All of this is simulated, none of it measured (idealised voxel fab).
Name of the process module below: voxel tone inversion
cross-section cut | 155 nm wide | cells 5 nm
Notation: cross-section as square-cell grid; stated in bands, top first, going down; one or more cell rows per band.
Per band: top height and bottom height in nm, followed by the left-to-right materials and their widths in nm; "full width" marks a single material spanning edge to edge, "empty" marks empty space.
Height 0 is the level under which the wafer as received is all one material. The lowest band goes on downwards, as in "from 0 down".
Width spec "30..40" -> top row of cells at first value, bottom row at second value, equal per-row change in between.
Where a step carries "all unchanged", the cross-section came out of it unchanged, cell for cell.
Entry "Enclosed void inventory". Content: empty spaces with no open connection to the top, size 8 cells or greater. Each: width x height at distance. Distance: from left edge. Unit: nm.
Anything after a step's settings on that line? It's the simulator's own note about the step.
overlay nm: for a step with a mask, the amount by which the mask lay right of where it was planned; a negative amount means left of it.

The steps planned for the process are as follows
1 RECEIVE,material Si
2 CONFORMAL_DEP,material SiCN,thk nm 10
3 DIRECTIONAL_DEP,material aC,thk nm 25
4 PATTERN,tone cover,mask id POSTS,material resist,width nm 20,pitch nm 40,thk nm 30,overlay nm 0
5 DIRECTIONAL_ETCH,etch materials aC,depth nm 25
6 STRIP,etch materials resist
7 FILL_DEP,material lowk,thk nm 5
8 CMP,height nm 35
9 STRIP,etch materials aC

Incoming wafer in cross-section (state: after step 1)
from 0 down: Si full width
Enclosed void inventory: none

First wafer of two, sectioned at end of module; run went per plan
from 35 to 10: lowk: 25, empty: 20, lowk: 20, empty: 20, lowk: 20, empty: 20, lowk: 30
from 10 to 0: SiCN full width
from 0 down: Si full width
Enclosed void inventory: none

Wafer two, sectioned after the module: the first wafer's start, the first wafer's plan, and one mistake in how it was run
from 35 to 10: lowk: 25, empty: 25, lowk: 15, empty: 25, lowk: 15, empty: 25, lowk: 25
from 10 to 0: SiCN full width
from 0 down: Si full width
Enclosed void inventory: none
The mistake made against the process plan was this: step 4 did not happen as planned, as run it was PATTERN,tone cover,mask id POSTS,material resist,width nm 25,pitch nm 40,thk nm 30,overlay nm 0
Count the cells at the end and the second wafer has more or fewer of some materials than the first: lowk: 15 fewer
